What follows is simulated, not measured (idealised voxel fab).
The following is a process module called voxel capacitor over wiring.
Displayed cross-section: cut, width of 190 nm, square cells sized 5 nm.
In what follows, cross-sections appear as grids of square cells, described through bands that run from the top down, where every band is one or more rows of cells. For a band, the entry starts with two heights in nm, that of the top and then that of the bottom, and carries on with the band's materials in order from left to right, each alongside its width in nm; the word "everywhere" beside a single material means it fills the band edge to edge, and "empty" means empty space. Counting heights begins at 0, where everything beneath is, in the wafer as received, one material. The lowest band has no bottom; it goes on downwards, as "from 0 down" shows. The notation "30..40" denotes a width that varies across the rows of cells in the band, beginning at the first number in the top row, finishing at the second number in the bottom row, and changing by an identical amount from each row to the next. "no change occurred", as given for a step, is the statement that not any cell of the cross-section underwent a change during that step. What "Closed void roster" gives you is every empty space of 8 cells or more that is cut off from the top. Each appears as width x height at distance, with the distance taken from the left edge and width, height and distance all in nm. Read whatever lies past the settings on a step's line as the simulator's own remark about the step. Each step line may optionally specify "overlay nm", which for a step with a mask gives the rightward distance between the mask's planned place and where it lay, a negative value indicating the leftward direction.
The steps planned for the process are as follows:
| 1 | RECEIVE | material Si |
| 2 | CONFORMAL_DEP | material SiO2 | thk nm 15 |
| 3 | DIRECTIONAL_DEP | material TiN | thk nm 5 |
| 4 | DIRECTIONAL_DEP | material Ru | thk nm 15 |
| 5 | PATTERN | tone cover | mask id METAL_1 | material resist | width nm 20 | pitch nm 95 | thk nm 20 | overlay nm 0 |
| 6 | DIRECTIONAL_ETCH | etch materials Ru | depth nm 15 |
| 7 | DIRECTIONAL_ETCH | etch materials TiN | depth nm 5 |
| 8 | STRIP | etch materials resist |
| 9 | FILL_DEP | material lowk | thk nm 5 |
| 10 | CMP | height nm 35 |
| 11 | CONFORMAL_DEP | material SiCN | thk nm 5 |
| 12 | DIRECTIONAL_DEP | material SiO2 | thk nm 20 |
| 13 | DIRECTIONAL_DEP | material aC | thk nm 10 |
| 14 | PATTERN | tone open | mask id PLUG_1 | material resist | width nm 15 | thk nm 25 | overlay nm 0 |
| 15 | DIRECTIONAL_ETCH | etch materials aC | depth nm 10 |
| 16 | STRIP | etch materials resist |
| 17 | DIRECTIONAL_ETCH | etch materials SiO2 | depth nm 20 |
| 18 | DIRECTIONAL_ETCH | etch materials SiCN | depth nm 5 |
| 19 | STRIP | etch materials aC |
| 20 | EPI | material Ru | thk nm 10 |
| 21 | EPI | material Ru | thk nm 10 |
| 22 | EPI | material Ru | thk nm 5 |
| 23 | DIRECTIONAL_DEP | material TiN | thk nm 5 |
| 24 | DIRECTIONAL_DEP | material Al2O3 | thk nm 5 |
| 25 | DIRECTIONAL_DEP | material TiN | thk nm 10 |
| 26 | DIRECTIONAL_DEP | material aC | thk nm 10 |
| 27 | PATTERN | tone cover | mask id UPPER_PLATE | material resist | width nm 70 | thk nm 25 | overlay nm 0 |
| 28 | DIRECTIONAL_ETCH | etch materials aC | depth nm 10 |
| 29 | STRIP | etch materials resist |
| 30 | DIRECTIONAL_ETCH | etch materials TiN | depth nm 10 |
| 31 | DIRECTIONAL_ETCH | etch materials Al2O3 | depth nm 5 |
| 32 | STRIP | etch materials aC |
| 33 | DIRECTIONAL_DEP | material aC | thk nm 15 |
| 34 | PATTERN | tone cover | mask id LOWER_PLATE | material resist | width nm 80 | thk nm 35 | overlay nm 0 |
| 35 | DIRECTIONAL_ETCH | etch materials aC | depth nm 15 |
| 36 | STRIP | etch materials resist |
| 37 | DIRECTIONAL_ETCH | etch materials TiN | depth nm 5 |
| 38 | STRIP | etch materials aC |
| 39 | FILL_DEP | material SiO2 | thk nm 15 |
| 40 | CMP | height nm 90 |
| 41 | MASKED_ETCH | tone open | mask id PLUG_2 | width nm 15 | etch materials SiO2 | depth nm 10 | overlay nm 0 |
| 42 | CONFORMAL_DEP | material TiN | thk nm 5 |
| 43 | FILL_DEP | material W | thk nm 10 |
| 44 | CMP | height nm 90 |
| 45 | CONFORMAL_DEP | material SiCN | thk nm 5 |
Heads up: all these wafers start the same, and what changes between them is the width nm in step 5. The value you see in the plan is just what the first wafer got.
first wafer as received, after step 1:
	from 0 down: Si everywhere
	Closed void roster: none
Per wafer, end of module: cells gained (+) or lost (-) per material since receipt, then closed voids:
width nm 20 | +14 Al2O3 | +39 Ru | +73 SiCN | +418 SiO2 | +57 TiN | +1 W | +120 lowk | Closed void roster: none
width nm 25 | +14 Al2O3 | +45 Ru | +73 SiCN | +418 SiO2 | +59 TiN | +1 W | +112 lowk | Closed void roster: none
width nm 30 | +14 Al2O3 | +51 Ru | +73 SiCN | +418 SiO2 | +61 TiN | +1 W | +104 lowk | Closed void roster: none
width nm 35 | +14 Al2O3 | +57 Ru | +73 SiCN | +418 SiO2 | +63 TiN | +1 W | +96 lowk | Closed void roster: none
width nm 40 | +14 Al2O3 | +63 Ru | +73 SiCN | +418 SiO2 | +65 TiN | +1 W | +88 lowk | Closed void roster: none
width nm 45 | +14 Al2O3 | +69 Ru | +73 SiCN | +418 SiO2 | +67 TiN | +1 W | +80 lowk | Closed void roster: none
